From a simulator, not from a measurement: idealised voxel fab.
The following is a process module called voxel ribs on slabs.
For reference, the cross-section in this document is cut, with width 155 nm and square cells of 5 nm.
How to read a cross-section here: the picture is a grid of square cells, written as bands going from the top down, and any band can span one or more rows of cells.
Within each band entry, the heights of the top and of the bottom of the band appear first, in that order and in nm; the materials of the band then follow from left to right, each with its corresponding width in nm. The designation "edge to edge" on a single material indicates that it fills the band from edge to edge; the designation "empty" indicates empty space.
For the purposes of this specification, 0 denotes the height below which the wafer in its as-received condition is composed wholly of one material, and the lowermost band, lacking a lower limit, extends downward without end, as expressed in "0..down".
With a width like "30->40", each row of cells in the band differs from the next by the same amount, the top row carrying the first number and the bottom row the second.
"no change occurred" for a step: no cell of the cross-section changed in that step.
If an empty space has no open way to the top and is at least 8 cells in size, "Enclosed void listing" lists it, written width x height at distance, where distance is measured from the left edge and every value is in nm.
What comes after the settings on a step's line is commentary from the simulator itself on that step.
What "overlay nm" on a step's line means: if the step has a mask, that mask lay this far to the right of its planned place, or, when the value is negative, to the left.
## Here's what the planned process steps look like
1 op RECEIVE | material Si
2 op DIRECTIONAL_DEP | material SiO2 | thk nm 30
3 op DIRECTIONAL_DEP | material SiN | thk nm 20
4 op MASKED_ETCH | tone cover | mask id RIB | width nm 20 | etch materials SiN | depth nm 15 | overlay nm 0
5 op MASKED_ETCH | tone cover | mask id SLAB | width nm 50 | etch materials SiN | depth nm 5 | overlay nm 0
6 op FILL_DEP | material SiO2 | thk nm 25
7 op CMP | height nm 65
8 op DIRECTIONAL_DEP | material TiN | thk nm 10
9 op PATTERN | tone cover | mask id HEATER | material resist | width nm 20 | thk nm 20 | overlay nm 0
10 op DIRECTIONAL_ETCH | etch materials TiN | depth nm 10
11 op STRIP | etch materials resist
12 op CONFORMAL_DEP | material SiO2 | thk nm 10
Where the wafers of this document differ is in the width nm of step 9; they start out the same, and the plan states the value that applied to the first wafer.
## Cross-section, first of several wafers, as delivered after step 1
- 0..down: Si edge to edge
- Enclosed void listing: none
## The cross-section of the first of several wafers is given below for the end of the module, after its final step, step 12
- 85..75: empty (55) | SiO2 (40) | empty (60)
- 75..65: SiO2 (65) | TiN (20) | SiO2 (70)
- 65..50: SiO2 edge to edge
- 50..35: SiO2 (65) | SiN (20) | SiO2 (70)
- 35..30: SiO2 (50) | SiN (50) | SiO2 (55)
- 30..0: SiO2 edge to edge
- 0..down: Si edge to edge
- Enclosed void listing: none
## Cross-section at module completion, last wafer
- 85..75: empty (45) | SiO2 (65) | empty (45)
- 75..65: SiO2 (55) | TiN (45) | SiO2 (55)
- 65..50: SiO2 edge to edge
- 50..35: SiO2 (65) | SiN (20) | SiO2 (70)
- 35..30: SiO2 (50) | SiN (50) | SiO2 (55)
- 30..0: SiO2 edge to edge
- 0..down: Si edge to edge
- Enclosed void listing: none
## Here is how to read the rows: every wafer has a row, and it shows the wafer at the end of the module, giving for each material how many cells were gained (+) or lost (-) since the wafer was received, then listing its closed voids
width nm 20, +22 SiN, +451 SiO2, +8 TiN, Enclosed void listing: none
width nm 25, +22 SiN, +451 SiO2, +10 TiN, Enclosed void listing: none
width nm 30, +22 SiN, +451 SiO2, +12 TiN, Enclosed void listing: none
width nm 35, +22 SiN, +451 SiO2, +14 TiN, Enclosed void listing: none
width nm 40, +22 SiN, +451 SiO2, +16 TiN, Enclosed void listing: none
width nm 45, +22 SiN, +451 SiO2, +18 TiN, Enclosed void listing: none
